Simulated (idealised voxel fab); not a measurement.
Herein follows the process module entitled voxel spacer lines.
Section shown: cut. Width: 265 nm. Cell size: 5 nm, square.
In what follows, cross-sections appear as grids of square cells, described through bands that run from the top down, where every band is one or more rows of cells. Per band: top height and bottom height in nm, followed by the left-to-right materials and their widths in nm; "edge to edge" marks a single material spanning edge to edge, "empty" marks empty space. Beneath 0, the wafer as received is one material, and that level is where height counting begins. The lowest band goes on downward without a bottom; it is written like "z 0 and below". So if you see something like "30..40" for the width, read it as the top row of the band sitting at the first number and the bottom row at the second, with every row in between moving by the same amount as the last. For the purposes of this document, the phrase "no modification" attached to a step denotes that no cell within the cross-section was modified by that step. Voids not open to the top, 8 cells minimum: see "Enclosed internal cavities". Written width x height at distance; distance is from the left edge; nm. Post-settings text on a step line: simulator's own remark regarding the step. The "overlay nm" setting may appear on a step's line; for a step that uses a mask, it gives how far to the right of its planned position the mask lay, and a negative value indicates the left.
Process steps foreseen in the plan:
1 RECEIVE [material Si]
2 CONFORMAL_DEP [material SiO2] [thk nm 5]
3 DIRECTIONAL_DEP [material TiN] [thk nm 20]
4 DIRECTIONAL_DEP [material polySi] [thk nm 25]
5 PATTERN [tone cover] [mask id MANDREL] [material resist] [width nm 15] [pitch nm 60] [thk nm 35] [overlay nm 0]
6 DIRECTIONAL_ETCH [etch materials polySi] [depth nm 25]
7 STRIP [etch materials resist]
8 CONFORMAL_DEP [material SiN] [thk nm 15]
9 DIRECTIONAL_ETCH [etch materials SiN] [depth nm 15]
10 STRIP [etch materials polySi]
11 DIRECTIONAL_ETCH [etch materials TiN] [depth nm 20]
12 STRIP [etch materials SiN]
Wafer cross-section on receipt, i.e. after step 1:
  z 0 and below = Si edge to edge
  Enclosed internal cavities: none
Post-module cross-section: identical start and plan to those above, one misstep in execution:
  z 25 to 5 = empty 80 nm, TiN 15 nm, empty 20 nm, TiN 15 nm, empty 10 nm, TiN 15 nm, empty 20 nm, TiN 15 nm, empty 75 nm
  z 5 to 0 = SiO2 edge to edge
  z 0 and below = Si edge to edge
  Enclosed internal cavities: none
So what did we get wrong on this run? planned and actual differ for step 5; actual: PATTERN [tone cover] [mask id MANDREL] [material resist] [width nm 20] [pitch nm 60] [thk nm 35] [overlay nm 0]
